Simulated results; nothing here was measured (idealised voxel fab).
process module | voxel self aligned contacts
cross-section cut | 205 nm wide | cells 5 nm
A cross-section is a grid of square cells, given in bands from the top down. A band is one or more rows of cells.
Each band's line starts with the height of the band's top and of its bottom, in nm. Then come its materials from left to right, each with its width in nm. One material with "throughout" fills the band from edge to edge. "air" is empty space.
Height 0 is the level under which the wafer as received is all one material. The lowest band goes on downwards, as in "0 down".
A width such as "30 to 40" changes by the same amount from each row of cells to the next, from the band's top row to its bottom row.
"no change" after a step means that no cell of the cross-section changed.
closed voids: empty space of 8 cells or more with no open way to the top, each as width x height at its distance from the left edge, in nm
after a step's settings: what the simulator itself notes on the step
overlay nm, on a step with a mask: how far to the right of its planned place the mask lay; to the left if negative
plan
1 op RECEIVE | material Si
2 op OXIDIZE | depth nm 5
3 op DIRECTIONAL_DEP | material polySi | thk nm 20
4 op DIRECTIONAL_DEP | material SiN | thk nm 15
5 op DIRECTIONAL_DEP | material aC | thk nm 10
6 op PATTERN | tone cover | mask id GATE | material resist | width nm 30 | pitch nm 55 | thk nm 25 | overlay nm 0
7 op DIRECTIONAL_ETCH | etch materials aC | depth nm 10
8 op STRIP | etch materials resist
9 op DIRECTIONAL_ETCH | etch materials SiN | depth nm 15
10 op DIRECTIONAL_ETCH | etch materials polySi | depth nm 20
11 op STRIP | etch materials aC
12 op CONFORMAL_DEP | material SiN | thk nm 5
13 op DIRECTIONAL_ETCH | etch materials SiN | depth nm 5
14 op FILL_DEP | material SiO2 | thk nm 15
15 op CMP | height nm 40
16 op DIRECTIONAL_DEP | material aC | thk nm 10
17 op PATTERN | tone open | mask id CONTACT | material resist | width nm 35 | pitch nm 55 | thk nm 30 | overlay nm 0
18 op DIRECTIONAL_ETCH | etch materials aC | depth nm 10
19 op STRIP | etch materials resist
20 op DIRECTIONAL_ETCH | etch materials SiO2 | depth nm 45
21 op STRIP | etch materials aC
22 op CONFORMAL_DEP | material TiN | thk nm 5
23 op FILL_DEP | material Ru | thk nm 10
24 op CMP | height nm 40
25 op CONFORMAL_DEP | material SiN | thk nm 5
first wafer, as planned
as received, after step 1
  0 down: Si throughout
  closed voids: none
after step 2
  0 to -5: SiO2 throughout
  below -5: unchanged
after step 3
  20 to 0: polySi throughout
  below 0: unchanged
after step 4
  35 to 20: SiN throughout
  below 20: unchanged
after step 5
  45 to 35: aC throughout
  below 35: unchanged
after step 6
  70 to 45: air 30 | resist 30 | air 25 | resist 30 | air 25 | resist 30 | air 35
  below 45: unchanged
after step 7
  60 to 45: air 30 | resist 30 | air 25 | resist 30 | air 25 | resist 30 | air 35
  45 to 35: air 30 | aC 30 | air 25 | aC 30 | air 25 | aC 30 | air 35
  below 35: unchanged
after step 8
  45 to 35: air 30 | aC 30 | air 25 | aC 30 | air 25 | aC 30 | air 35
  below 35: unchanged
after step 9
  45 to 35: air 30 | aC 30 | air 25 | aC 30 | air 25 | aC 30 | air 35
  35 to 20: air 30 | SiN 30 | air 25 | SiN 30 | air 25 | SiN 30 | air 35
  below 20: unchanged
after step 10
  45 to 35: air 30 | aC 30 | air 25 | aC 30 | air 25 | aC 30 | air 35
  35 to 20: air 30 | SiN 30 | air 25 | SiN 30 | air 25 | SiN 30 | air 35
  20 to 0: air 30 | polySi 30 | air 25 | polySi 30 | air 25 | polySi 30 | air 35
  below 0: unchanged
after step 11
  35 to 20: air 30 | SiN 30 | air 25 | SiN 30 | air 25 | SiN 30 | air 35
  below 20: unchanged
after step 12
  40 to 20: air 25 | SiN 40 | air 15 | SiN 40 | air 15 | SiN 40 | air 30
  20 to 5: air 25 | SiN 5 | polySi 30 | SiN 5 | air 15 | SiN 5 | polySi 30 | SiN 5 | air 15 | SiN 5 | polySi 30 | SiN 5 | air 30
  5 to 0: SiN 30 | polySi 30 | SiN 25 | polySi 30 | SiN 25 | polySi 30 | SiN 35
  below 0: unchanged
after step 13
  35 to 20: air 25 | SiN 40 | air 15 | SiN 40 | air 15 | SiN 40 | air 30
  20 to 0: air 25 | SiN 5 | polySi 30 | SiN 5 | air 15 | SiN 5 | polySi 30 | SiN 5 | air 15 | SiN 5 | polySi 30 | SiN 5 | air 30
  below 0: unchanged
after step 14
  50 to 35: SiO2 throughout
  35 to 20: SiO2 25 | SiN 40 | SiO2 15 | SiN 40 | SiO2 15 | SiN 40 | SiO2 30
  20 to 0: SiO2 25 | SiN 5 | polySi 30 | SiN 5 | SiO2 15 | SiN 5 | polySi 30 | SiN 5 | SiO2 15 | SiN 5 | polySi 30 | SiN 5 | SiO2 30
  below 0: unchanged
after step 15
  40 to 35: SiO2 throughout
  below 35: unchanged
after step 16
  50 to 40: aC throughout
  below 40: unchanged
after step 17
  80 to 50: resist 55 | air 35 | resist 20 | air 35 | resist 60
  below 50: unchanged
after step 18
  70 to 50: resist 55 | air 35 | resist 20 | air 35 | resist 60
  50 to 40: aC 55 | air 35 | aC 20 | air 35 | aC 60
  below 40: unchanged
after step 19
  50 to 40: aC 55 | air 35 | aC 20 | air 35 | aC 60
  below 40: unchanged
after step 20
  50 to 40: aC 55 | air 35 | aC 20 | air 35 | aC 60
  40 to 35: SiO2 55 | air 35 | SiO2 20 | air 35 | SiO2 60
  35 to 20: SiO2 25 | SiN 40 | air 15 | SiN 40 | air 15 | SiN 40 | SiO2 30
  20 to 0: SiO2 25 | SiN 5 | polySi 30 | SiN 5 | air 15 | SiN 5 | polySi 30 | SiN 5 | air 15 | SiN 5 | polySi 30 | SiN 5 | SiO2 30
  0 to -5: SiO2 65 | air 15 | SiO2 40 | air 15 | SiO2 70
  below -5: unchanged
after step 21
  40 to 35: SiO2 55 | air 35 | SiO2 20 | air 35 | SiO2 60
  below 35: unchanged
after step 22
  45 to 40: TiN 60 | air 25 | TiN 30 | air 25 | TiN 65
  40 to 35: SiO2 55 | TiN 15 | air 5 | TiN 15 | SiO2 20 | TiN 15 | air 5 | TiN 15 | SiO2 60
  35 to 20: SiO2 25 | SiN 40 | TiN 5 | air 5 | TiN 5 | SiN 40 | TiN 5 | air 5 | TiN 5 | SiN 40 | SiO2 30
  20 to 0: SiO2 25 | SiN 5 | polySi 30 | SiN 5 | TiN 5 | air 5 | TiN 5 | SiN 5 | polySi 30 | SiN 5 | TiN 5 | air 5 | TiN 5 | SiN 5 | polySi 30 | SiN 5 | SiO2 30
  0 to -5: SiO2 65 | TiN 15 | SiO2 40 | TiN 15 | SiO2 70
  below -5: unchanged
after step 23
  55 to 45: Ru throughout
  45 to 40: TiN 60 | Ru 25 | TiN 30 | Ru 25 | TiN 65
  40 to 35: SiO2 55 | TiN 15 | Ru 5 | TiN 15 | SiO2 20 | TiN 15 | Ru 5 | TiN 15 | SiO2 60
  35 to 20: SiO2 25 | SiN 40 | TiN 5 | Ru 5 | TiN 5 | SiN 40 | TiN 5 | Ru 5 | TiN 5 | SiN 40 | SiO2 30
  20 to 0: SiO2 25 | SiN 5 | polySi 30 | SiN 5 | TiN 5 | Ru 5 | TiN 5 | SiN 5 | polySi 30 | SiN 5 | TiN 5 | Ru 5 | TiN 5 | SiN 5 | polySi 30 | SiN 5 | SiO2 30
  below 0: unchanged
after step 24
  40 to 35: SiO2 55 | TiN 15 | Ru 5 | TiN 15 | SiO2 20 | TiN 15 | Ru 5 | TiN 15 | SiO2 60
  below 35: unchanged
after step 25
  45 to 40: SiN throughout
  below 40: unchanged
second wafer: like start, like plan, one mistake. Through step 5 it matches the first wafer
when step 6 should have ended
  70 to 45: resist 30 | air 30 | resist 25 | air 30 | resist 25 | air 30 | resist 35
  below 45: unchanged
when step 7 should have ended
  60 to 45: resist 30 | air 30 | resist 25 | air 30 | resist 25 | air 30 | resist 35
  45 to 35: aC 30 | air 30 | aC 25 | air 30 | aC 25 | air 30 | aC 35
  below 35: unchanged
when step 8 should have ended
  45 to 35: aC 30 | air 30 | aC 25 | air 30 | aC 25 | air 30 | aC 35
  below 35: unchanged
when step 9 should have ended
  45 to 35: aC 30 | air 30 | aC 25 | air 30 | aC 25 | air 30 | aC 35
  35 to 20: SiN 30 | air 30 | SiN 25 | air 30 | SiN 25 | air 30 | SiN 35
  below 20: unchanged
when step 10 should have ended
  45 to 35: aC 30 | air 30 | aC 25 | air 30 | aC 25 | air 30 | aC 35
  35 to 20: SiN 30 | air 30 | SiN 25 | air 30 | SiN 25 | air 30 | SiN 35
  20 to 0: polySi 30 | air 30 | polySi 25 | air 30 | polySi 25 | air 30 | polySi 35
  below 0: unchanged
when step 11 should have ended
  35 to 20: SiN 30 | air 30 | SiN 25 | air 30 | SiN 25 | air 30 | SiN 35
  below 20: unchanged
when step 12 should have ended
  40 to 20: SiN 35 | air 20 | SiN 35 | air 20 | SiN 35 | air 20 | SiN 40
  20 to 5: polySi 30 | SiN 5 | air 20 | SiN 5 | polySi 25 | SiN 5 | air 20 | SiN 5 | polySi 25 | SiN 5 | air 20 | SiN 5 | polySi 35
  5 to 0: polySi 30 | SiN 30 | polySi 25 | SiN 30 | polySi 25 | SiN 30 | polySi 35
  below 0: unchanged
when step 13 should have ended
  35 to 20: SiN 35 | air 20 | SiN 35 | air 20 | SiN 35 | air 20 | SiN 40
  20 to 0: polySi 30 | SiN 5 | air 20 | SiN 5 | polySi 25 | SiN 5 | air 20 | SiN 5 | polySi 25 | SiN 5 | air 20 | SiN 5 | polySi 35
  below 0: unchanged
when step 14 should have ended
  50 to 35: SiO2 throughout
  35 to 20: SiN 35 | SiO2 20 | SiN 35 | SiO2 20 | SiN 35 | SiO2 20 | SiN 40
  20 to 0: polySi 30 | SiN 5 | SiO2 20 | SiN 5 | polySi 25 | SiN 5 | SiO2 20 | SiN 5 | polySi 25 | SiN 5 | SiO2 20 | SiN 5 | polySi 35
  below 0: unchanged
when step 15 should have ended
  40 to 35: SiO2 throughout
  below 35: unchanged
when step 16 should have ended
  50 to 40: aC throughout
  below 40: unchanged
when step 17 should have ended
  80 to 50: resist 55 | air 35 | resist 20 | air 35 | resist 60
  below 50: unchanged
when step 18 should have ended
  70 to 50: resist 55 | air 35 | resist 20 | air 35 | resist 60
  50 to 40: aC 55 | air 35 | aC 20 | air 35 | aC 60
  below 40: unchanged
when step 19 should have ended
  50 to 40: aC 55 | air 35 | aC 20 | air 35 | aC 60
  below 40: unchanged
when step 20 should have ended
  50 to 40: aC 55 | air 35 | aC 20 | air 35 | aC 60
  40 to 35: SiO2 55 | air 35 | SiO2 20 | air 35 | SiO2 60
  below 35: unchanged
when step 21 should have ended
  40 to 35: SiO2 55 | air 35 | SiO2 20 | air 35 | SiO2 60
  below 35: unchanged
when step 22 should have ended
  45 to 40: TiN 60 | air 25 | TiN 30 | air 25 | TiN 65
  40 to 35: SiO2 55 | TiN 35 | SiO2 20 | TiN 35 | SiO2 60
  below 35: unchanged
when step 23 should have ended
  55 to 45: Ru throughout
  45 to 40: TiN 60 | Ru 25 | TiN 30 | Ru 25 | TiN 65
  below 40: unchanged
when step 24 should have ended
  40 to 35: SiO2 55 | TiN 35 | SiO2 20 | TiN 35 | SiO2 60
  below 35: unchanged
when step 25 should have ended
  45 to 40: SiN throughout
  below 40: unchanged
what went wrong: step 6 ran as: op PATTERN | tone open | mask id GATE | material resist | width nm 30 | pitch nm 55 | thk nm 25 | overlay nm 0
at the end the second wafer has, in cells: 16 fewer of Ru | 15 more of SiN | 13 more of SiO2 | 32 fewer of TiN | 20 more of polySi
